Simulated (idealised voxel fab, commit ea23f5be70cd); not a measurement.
process module | voxel self aligned contacts
cross-section cut | 250 nm wide | cells 5 nm
A cross-section is a grid of square cells, given in bands from the top down. A band is one or more rows of cells.
Each band's line starts with the height of the band's top and of its bottom, in nm. Then come its materials from left to right, each with its width in nm. One material with "throughout" fills the band from edge to edge. "air" is empty space.
Height 0 is the level under which the wafer as received is all one material. The lowest band goes on downwards, as in "0 down".
A width such as "30 to 40" changes by the same amount from each row of cells to the next, from the band's top row to its bottom row.
"no change" after a step means that no cell of the cross-section changed.
closed voids: empty space of 8 cells or more with no open way to the top, each as width x height at its distance from the left edge, in nm
after a step's settings: what the simulator itself notes on the step
overlay nm, on a step with a mask: how far to the right of its planned place the mask lay; to the left if negative
plan
1 op RECEIVE | material Si
2 op CONFORMAL_DEP | material SiO2 | thk nm 5
3 op DIRECTIONAL_DEP | material polySi | thk nm 20
4 op DIRECTIONAL_DEP | material SiN | thk nm 20
5 op DIRECTIONAL_DEP | material aC | thk nm 15
6 op PATTERN | tone cover | mask id GATE | material resist | width nm 35 | pitch nm 70 | thk nm 35 | overlay nm 0
7 op DIRECTIONAL_ETCH | etch materials aC | depth nm 15
8 op STRIP | etch materials resist
9 op DIRECTIONAL_ETCH | etch materials SiN | depth nm 20
10 op DIRECTIONAL_ETCH | etch materials polySi | depth nm 20
11 op STRIP | etch materials aC
12 op CONFORMAL_DEP | material SiN | thk nm 5
13 op DIRECTIONAL_ETCH | etch materials SiN | depth nm 5
14 op FILL_DEP | material SiO2 | thk nm 10
15 op CMP | height nm 50
16 op DIRECTIONAL_DEP | material aC | thk nm 15
17 op PATTERN | tone open | mask id CONTACT | material resist | width nm 55 | thk nm 30 | overlay nm 0
18 op DIRECTIONAL_ETCH | etch materials aC | depth nm 15
19 op STRIP | etch materials resist
20 op DIRECTIONAL_ETCH | etch materials SiO2 | depth nm 50
21 op STRIP | etch materials aC
22 op CONFORMAL_DEP | material TiN | thk nm 5
23 op FILL_DEP | material W | thk nm 10
24 op CMP | height nm 50
25 op CONFORMAL_DEP | material SiCN | thk nm 5
first wafer, as planned
as received, after step 1
  0 down: Si throughout
  closed voids: none
after step 2
  5 to 0: SiO2 throughout
  below 0: unchanged
after step 3
  25 to 5: polySi throughout
  below 5: unchanged
after step 4
  45 to 25: SiN throughout
  below 25: unchanged
after step 5
  60 to 45: aC throughout
  below 45: unchanged
after step 6
  95 to 60: air 70 | resist 35 | air 35 | resist 35 | air 75
  below 60: unchanged
after step 7
  80 to 60: air 70 | resist 35 | air 35 | resist 35 | air 75
  60 to 45: air 70 | aC 35 | air 35 | aC 35 | air 75
  below 45: unchanged
after step 8
  60 to 45: air 70 | aC 35 | air 35 | aC 35 | air 75
  below 45: unchanged
after step 9
  60 to 45: air 70 | aC 35 | air 35 | aC 35 | air 75
  45 to 25: air 70 | SiN 35 | air 35 | SiN 35 | air 75
  below 25: unchanged
after step 10
  60 to 45: air 70 | aC 35 | air 35 | aC 35 | air 75
  45 to 25: air 70 | SiN 35 | air 35 | SiN 35 | air 75
  25 to 5: air 70 | polySi 35 | air 35 | polySi 35 | air 75
  below 5: unchanged
after step 11
  45 to 25: air 70 | SiN 35 | air 35 | SiN 35 | air 75
  below 25: unchanged
after step 12
  50 to 25: air 65 | SiN 45 | air 25 | SiN 45 | air 70
  25 to 10: air 65 | SiN 5 | polySi 35 | SiN 5 | air 25 | SiN 5 | polySi 35 | SiN 5 | air 70
  10 to 5: SiN 70 | polySi 35 | SiN 35 | polySi 35 | SiN 75
  below 5: unchanged
after step 13
  45 to 25: air 65 | SiN 45 | air 25 | SiN 45 | air 70
  25 to 5: air 65 | SiN 5 | polySi 35 | SiN 5 | air 25 | SiN 5 | polySi 35 | SiN 5 | air 70
  below 5: unchanged
after step 14
  55 to 45: SiO2 throughout
  45 to 25: SiO2 65 | SiN 45 | SiO2 25 | SiN 45 | SiO2 70
  25 to 5: SiO2 65 | SiN 5 | polySi 35 | SiN 5 | SiO2 25 | SiN 5 | polySi 35 | SiN 5 | SiO2 70
  below 5: unchanged
after step 15
  50 to 45: SiO2 throughout
  below 45: unchanged
after step 16
  65 to 50: aC throughout
  below 50: unchanged
after step 17
  95 to 65: resist 95 | air 55 | resist 100
  below 65: unchanged
after step 18
  80 to 65: resist 95 | air 55 | resist 100
  65 to 50: aC 95 | air 55 | aC 100
  below 50: unchanged
after step 19
  65 to 50: aC 95 | air 55 | aC 100
  below 50: unchanged
after step 20
  65 to 50: aC 95 | air 55 | aC 100
  50 to 45: SiO2 95 | air 55 | SiO2 100
  45 to 25: SiO2 65 | SiN 45 | air 25 | SiN 45 | SiO2 70
  25 to 5: SiO2 65 | SiN 5 | polySi 35 | SiN 5 | air 25 | SiN 5 | polySi 35 | SiN 5 | SiO2 70
  5 to 0: SiO2 110 | air 25 | SiO2 115
  below 0: unchanged
after step 21
  50 to 45: SiO2 95 | air 55 | SiO2 100
  below 45: unchanged
after step 22
  55 to 50: TiN 100 | air 45 | TiN 105
  50 to 45: SiO2 95 | TiN 20 | air 15 | TiN 20 | SiO2 100
  45 to 25: SiO2 65 | SiN 45 | TiN 5 | air 15 | TiN 5 | SiN 45 | SiO2 70
  25 to 5: SiO2 65 | SiN 5 | polySi 35 | SiN 5 | TiN 5 | air 15 | TiN 5 | SiN 5 | polySi 35 | SiN 5 | SiO2 70
  5 to 0: SiO2 110 | TiN 25 | SiO2 115
  below 0: unchanged
after step 23
  65 to 55: W throughout
  55 to 50: TiN 100 | W 45 | TiN 105
  50 to 45: SiO2 95 | TiN 20 | W 15 | TiN 20 | SiO2 100
  45 to 25: SiO2 65 | SiN 45 | TiN 5 | W 15 | TiN 5 | SiN 45 | SiO2 70
  25 to 5: SiO2 65 | SiN 5 | polySi 35 | SiN 5 | TiN 5 | W 15 | TiN 5 | SiN 5 | polySi 35 | SiN 5 | SiO2 70
  below 5: unchanged
after step 24
  50 to 45: SiO2 95 | TiN 20 | W 15 | TiN 20 | SiO2 100
  below 45: unchanged
after step 25
  55 to 50: SiCN throughout
  below 50: unchanged
second wafer: like start, like plan, one mistake. Through step 1 it matches the first wafer
when step 2 should have ended
  5 to 0: TiN throughout
  below 0: unchanged
when step 3 should have ended
  25 to 5: polySi throughout
  below 5: unchanged
when step 4 should have ended
  45 to 25: SiN throughout
  below 25: unchanged
when step 5 should have ended
  60 to 45: aC throughout
  below 45: unchanged
when step 6 should have ended
  95 to 60: air 70 | resist 35 | air 35 | resist 35 | air 75
  below 60: unchanged
when step 7 should have ended
  80 to 60: air 70 | resist 35 | air 35 | resist 35 | air 75
  60 to 45: air 70 | aC 35 | air 35 | aC 35 | air 75
  below 45: unchanged
when step 8 should have ended
  60 to 45: air 70 | aC 35 | air 35 | aC 35 | air 75
  below 45: unchanged
when step 9 should have ended
  60 to 45: air 70 | aC 35 | air 35 | aC 35 | air 75
  45 to 25: air 70 | SiN 35 | air 35 | SiN 35 | air 75
  below 25: unchanged
when step 10 should have ended
  60 to 45: air 70 | aC 35 | air 35 | aC 35 | air 75
  45 to 25: air 70 | SiN 35 | air 35 | SiN 35 | air 75
  25 to 5: air 70 | polySi 35 | air 35 | polySi 35 | air 75
  below 5: unchanged
when step 11 should have ended
  45 to 25: air 70 | SiN 35 | air 35 | SiN 35 | air 75
  below 25: unchanged
when step 12 should have ended
  50 to 25: air 65 | SiN 45 | air 25 | SiN 45 | air 70
  25 to 10: air 65 | SiN 5 | polySi 35 | SiN 5 | air 25 | SiN 5 | polySi 35 | SiN 5 | air 70
  10 to 5: SiN 70 | polySi 35 | SiN 35 | polySi 35 | SiN 75
  below 5: unchanged
when step 13 should have ended
  45 to 25: air 65 | SiN 45 | air 25 | SiN 45 | air 70
  25 to 5: air 65 | SiN 5 | polySi 35 | SiN 5 | air 25 | SiN 5 | polySi 35 | SiN 5 | air 70
  below 5: unchanged
when step 14 should have ended
  55 to 45: SiO2 throughout
  45 to 25: SiO2 65 | SiN 45 | SiO2 25 | SiN 45 | SiO2 70
  25 to 5: SiO2 65 | SiN 5 | polySi 35 | SiN 5 | SiO2 25 | SiN 5 | polySi 35 | SiN 5 | SiO2 70
  below 5: unchanged
when step 15 should have ended
  50 to 45: SiO2 throughout
  below 45: unchanged
when step 16 should have ended
  65 to 50: aC throughout
  below 50: unchanged
when step 17 should have ended
  95 to 65: resist 95 | air 55 | resist 100
  below 65: unchanged
when step 18 should have ended
  80 to 65: resist 95 | air 55 | resist 100
  65 to 50: aC 95 | air 55 | aC 100
  below 50: unchanged
when step 19 should have ended
  65 to 50: aC 95 | air 55 | aC 100
  below 50: unchanged
when step 20 should have ended
  65 to 50: aC 95 | air 55 | aC 100
  50 to 45: SiO2 95 | air 55 | SiO2 100
  45 to 25: SiO2 65 | SiN 45 | air 25 | SiN 45 | SiO2 70
  25 to 5: SiO2 65 | SiN 5 | polySi 35 | SiN 5 | air 25 | SiN 5 | polySi 35 | SiN 5 | SiO2 70
  below 5: unchanged
when step 21 should have ended
  50 to 45: SiO2 95 | air 55 | SiO2 100
  below 45: unchanged
when step 22 should have ended
  55 to 50: TiN 100 | air 45 | TiN 105
  50 to 45: SiO2 95 | TiN 20 | air 15 | TiN 20 | SiO2 100
  45 to 25: SiO2 65 | SiN 45 | TiN 5 | air 15 | TiN 5 | SiN 45 | SiO2 70
  25 to 10: SiO2 65 | SiN 5 | polySi 35 | SiN 5 | TiN 5 | air 15 | TiN 5 | SiN 5 | polySi 35 | SiN 5 | SiO2 70
  10 to 5: SiO2 65 | SiN 5 | polySi 35 | SiN 5 | TiN 25 | SiN 5 | polySi 35 | SiN 5 | SiO2 70
  below 5: unchanged
when step 23 should have ended
  65 to 55: W throughout
  55 to 50: TiN 100 | W 45 | TiN 105
  50 to 45: SiO2 95 | TiN 20 | W 15 | TiN 20 | SiO2 100
  45 to 25: SiO2 65 | SiN 45 | TiN 5 | W 15 | TiN 5 | SiN 45 | SiO2 70
  25 to 10: SiO2 65 | SiN 5 | polySi 35 | SiN 5 | TiN 5 | W 15 | TiN 5 | SiN 5 | polySi 35 | SiN 5 | SiO2 70
  below 10: unchanged
when step 24 should have ended
  50 to 45: SiO2 95 | TiN 20 | W 15 | TiN 20 | SiO2 100
  below 45: unchanged
when step 25 should have ended
  55 to 50: SiCN throughout
  below 50: unchanged
what went wrong: step 2 ran as: op CONFORMAL_DEP | material TiN | thk nm 5
at the end the second wafer has, in cells: 45 fewer of SiO2 | 48 more of TiN | 3 fewer of W
